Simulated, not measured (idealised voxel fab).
process module | voxel quadruple lines
cross-section cut | 275 nm wide | cells 5 nm
A cross-section is a grid of square cells, given in bands from the top down. A band is one or more rows of cells.
Each band's line starts with the height of the band's top and of its bottom, in nm. Then come its materials from left to right, each with its width in nm. One material with "throughout" fills the band from edge to edge. "air" is empty space.
Height 0 is the level under which the wafer as received is all one material. The lowest band goes on downwards, as in "0 down".
A width such as "30 to 40" changes by the same amount from each row of cells to the next, from the band's top row to its bottom row.
"no change" after a step means that no cell of the cross-section changed.
closed voids: empty space of 8 cells or more with no open way to the top, each as width x height at its distance from the left edge, in nm
after a step's settings: what the simulator itself notes on the step
overlay nm, on a step with a mask: how far to the right of its planned place the mask lay; to the left if negative
plan
1 op RECEIVE | material Si
2 op CONFORMAL_DEP | material SiO2 | thk nm 5
3 op DIRECTIONAL_DEP | material Ru | thk nm 15
4 op DIRECTIONAL_DEP | material polySi | thk nm 20
5 op DIRECTIONAL_DEP | material aC | thk nm 20
6 op PATTERN | tone cover | mask id MANDREL | material resist | width nm 30 | thk nm 30 | overlay nm 0
7 op DIRECTIONAL_ETCH | etch materials aC | depth nm 20
8 op STRIP | etch materials resist
9 op CONFORMAL_DEP | material SiO2 | thk nm 10
10 op DIRECTIONAL_ETCH | etch materials SiO2 | depth nm 10
11 op STRIP | etch materials aC
12 op DIRECTIONAL_ETCH | etch materials polySi | depth nm 20
13 op STRIP | etch materials SiO2
14 op CONFORMAL_DEP | material SiN | thk nm 10
15 op DIRECTIONAL_ETCH | etch materials SiN | depth nm 10
16 op STRIP | etch materials polySi
17 op DIRECTIONAL_ETCH | etch materials Ru | depth nm 15
18 op STRIP | etch materials SiN
first wafer, as planned
as received, after step 1
  0 down: Si throughout
  closed voids: none
after step 2
  5 to 0: SiO2 throughout
  below 0: unchanged
after step 3
  20 to 5: Ru throughout
  below 5: unchanged
after step 4
  40 to 20: polySi throughout
  below 20: unchanged
after step 5
  60 to 40: aC throughout
  below 40: unchanged
after step 6
  90 to 60: air 120 | resist 30 | air 125
  below 60: unchanged
after step 7
  70 to 60: air 120 | resist 30 | air 125
  60 to 40: air 120 | aC 30 | air 125
  below 40: unchanged
after step 8
  60 to 40: air 120 | aC 30 | air 125
  below 40: unchanged
after step 9
  70 to 60: air 110 | SiO2 50 | air 115
  60 to 50: air 110 | SiO2 10 | aC 30 | SiO2 10 | air 115
  50 to 40: SiO2 120 | aC 30 | SiO2 125
  below 40: unchanged
after step 10
  60 to 40: air 110 | SiO2 10 | aC 30 | SiO2 10 | air 115
  below 40: unchanged
after step 11
  60 to 40: air 110 | SiO2 10 | air 30 | SiO2 10 | air 115
  below 40: unchanged
after step 12
  60 to 40: air 110 | SiO2 10 | air 30 | SiO2 10 | air 115
  40 to 20: air 110 | polySi 10 | air 30 | polySi 10 | air 115
  below 20: unchanged
after step 13
  40 to 20: air 110 | polySi 10 | air 30 | polySi 10 | air 115
  below 20: unchanged
after step 14
  50 to 40: air 100 | SiN 30 | air 10 | SiN 30 | air 105
  40 to 30: air 100 | SiN 10 | polySi 10 | SiN 10 | air 10 | SiN 10 | polySi 10 | SiN 10 | air 105
  30 to 20: SiN 110 | polySi 10 | SiN 30 | polySi 10 | SiN 115
  below 20: unchanged
after step 15
  40 to 20: air 100 | SiN 10 | polySi 10 | SiN 10 | air 10 | SiN 10 | polySi 10 | SiN 10 | air 105
  below 20: unchanged
after step 16
  40 to 20: air 100 | SiN 10 | air 10 | SiN 10 | air 10 | SiN 10 | air 10 | SiN 10 | air 105
  below 20: unchanged
after step 17
  40 to 20: air 100 | SiN 10 | air 10 | SiN 10 | air 10 | SiN 10 | air 10 | SiN 10 | air 105
  20 to 5: air 100 | Ru 10 | air 10 | Ru 10 | air 10 | Ru 10 | air 10 | Ru 10 | air 105
  below 5: unchanged
after step 18
  20 to 5: air 100 | Ru 10 | air 10 | Ru 10 | air 10 | Ru 10 | air 10 | Ru 10 | air 105
  below 5: unchanged
second wafer: like start, like plan, one mistake. Through step 5 it matches the first wafer
when step 6 should have ended
  90 to 60: air 130 | resist 30 | air 115
  below 60: unchanged
when step 7 should have ended
  70 to 60: air 130 | resist 30 | air 115
  60 to 40: air 130 | aC 30 | air 115
  below 40: unchanged
when step 8 should have ended
  60 to 40: air 130 | aC 30 | air 115
  below 40: unchanged
when step 9 should have ended
  70 to 60: air 120 | SiO2 50 | air 105
  60 to 50: air 120 | SiO2 10 | aC 30 | SiO2 10 | air 105
  50 to 40: SiO2 130 | aC 30 | SiO2 115
  below 40: unchanged
when step 10 should have ended
  60 to 40: air 120 | SiO2 10 | aC 30 | SiO2 10 | air 105
  below 40: unchanged
when step 11 should have ended
  60 to 40: air 120 | SiO2 10 | air 30 | SiO2 10 | air 105
  below 40: unchanged
when step 12 should have ended
  60 to 40: air 120 | SiO2 10 | air 30 | SiO2 10 | air 105
  40 to 20: air 120 | polySi 10 | air 30 | polySi 10 | air 105
  below 20: unchanged
when step 13 should have ended
  40 to 20: air 120 | polySi 10 | air 30 | polySi 10 | air 105
  below 20: unchanged
when step 14 should have ended
  50 to 40: air 110 | SiN 30 | air 10 | SiN 30 | air 95
  40 to 30: air 110 | SiN 10 | polySi 10 | SiN 10 | air 10 | SiN 10 | polySi 10 | SiN 10 | air 95
  30 to 20: SiN 120 | polySi 10 | SiN 30 | polySi 10 | SiN 105
  below 20: unchanged
when step 15 should have ended
  40 to 20: air 110 | SiN 10 | polySi 10 | SiN 10 | air 10 | SiN 10 | polySi 10 | SiN 10 | air 95
  below 20: unchanged
when step 16 should have ended
  40 to 20: air 110 | SiN 10 | air 10 | SiN 10 | air 10 | SiN 10 | air 10 | SiN 10 | air 95
  below 20: unchanged
when step 17 should have ended
  40 to 20: air 110 | SiN 10 | air 10 | SiN 10 | air 10 | SiN 10 | air 10 | SiN 10 | air 95
  20 to 5: air 110 | Ru 10 | air 10 | Ru 10 | air 10 | Ru 10 | air 10 | Ru 10 | air 95
  below 5: unchanged
when step 18 should have ended
  20 to 5: air 110 | Ru 10 | air 10 | Ru 10 | air 10 | Ru 10 | air 10 | Ru 10 | air 95
  below 5: unchanged
what went wrong: step 6 ran as: op PATTERN | tone cover | mask id MANDREL | material resist | width nm 30 | thk nm 30 | overlay nm 10
at the end the second wafer has, in cells: as many of each material as the first, in other places
